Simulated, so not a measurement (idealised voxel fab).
The process module that follows is named voxel self aligned vias.
Section shown: cut. Width: 235 nm. Cell size: 5 nm, square.
If you're reading a cross-section in this doc, picture square cells in a grid; it comes to you as bands, top ones listed first down to the bottom, and a band can be one or more rows of cells.
A band entry consists of two parts. The first gives the height of the band's top and the height of its bottom, in nm. The rest lists the band's materials from left to right, each with its width in nm. A single material labelled with the word "everywhere" fills the band from edge to edge, and the word "blank" marks empty space.
Ref level 0: as-received wafer is one material below here. Bottom band extends down with no lower bound ("0 -> down").
The expression "30->40" gives the width at the extremes of the band, the first number at its top row of cells and the second at its bottom row, with the width changing by equal amounts from each row to the next in between.
Where a step carries "everything unchanged", the cross-section came out of it unchanged, cell for cell.
"Sealed void list" enumerates empty spaces isolated from the top, with no open way to it, that contain at least 8 cells, giving each as width x height at distance from the left edge, all three in nm.
Step line, after settings: the simulator's comment on this step.
The line of a step may include "overlay nm". On a step with a mask, this value is how far to the right of its planned place the mask lay. A negative value means the mask lay to the left.
-- Planned step list for the process
1 RECEIVE (material Si)
2 CONFORMAL_DEP (material SiO2; thk nm 15)
3 CONFORMAL_DEP (material SiCN; thk nm 5)
4 DIRECTIONAL_DEP (material SiO2; thk nm 30)
5 MASKED_ETCH (tone open; mask id LINES; width nm 30; pitch nm 65; etch materials SiO2; depth nm 30; overlay nm 0)
6 CONFORMAL_DEP (material TiN; thk nm 5)
7 FILL_DEP (material Ru; thk nm 10)
8 CMP (height nm 50)
9 SELECTIVE_ETCH (etch materials W Ru TiN; depth nm 5)
10 FILL_DEP (material SiN; thk nm 5)
11 CMP (height nm 50)
12 DIRECTIONAL_DEP (material SiO2; thk nm 20)
13 DIRECTIONAL_DEP (material aC; thk nm 10)
14 PATTERN (tone open; mask id VIAS; material resist; width nm 30; pitch nm 65; thk nm 25; overlay nm 0)
15 DIRECTIONAL_ETCH (etch materials aC; depth nm 10)
16 STRIP (etch materials resist)
17 DIRECTIONAL_ETCH (etch materials SiO2; depth nm 20)
18 DIRECTIONAL_ETCH (etch materials SiN; depth nm 5)
19 STRIP (etch materials aC)
20 CONFORMAL_DEP (material TiN; thk nm 5)
21 FILL_DEP (material W; thk nm 5)
22 CMP (height nm 70)
23 CONFORMAL_DEP (material SiN; thk nm 5)
Where the wafers of this document differ is in the width nm of step 14; they start out the same, and the plan states the value that applied to the first wafer.
-- Cross-section of the first of several received wafers, showing its state after step 1
> 0 -> down  Si everywhere
> Sealed void list: none
-- Here is how to read the rows: every wafer has a row, and it shows the wafer at the end of the module, giving for each material how many cells were gained (+) or lost (-) since the wafer was received, then listing its closed voids
width nm 30 | +32 Ru | +47 SiCN | +47 SiN | +491 SiO2 | +56 TiN | +32 W | Sealed void list: none
width nm 35 | +32 Ru | +47 SiCN | +47 SiN | +483 SiO2 | +58 TiN | +38 W | Sealed void list: none
width nm 40 | +32 Ru | +47 SiCN | +47 SiN | +475 SiO2 | +60 TiN | +44 W | Sealed void list: none
width nm 45 | +32 Ru | +47 SiCN | +47 SiN | +467 SiO2 | +62 TiN | +50 W | Sealed void list: none
width nm 50 | +32 Ru | +47 SiCN | +47 SiN | +459 SiO2 | +64 TiN | +56 W | Sealed void list: none
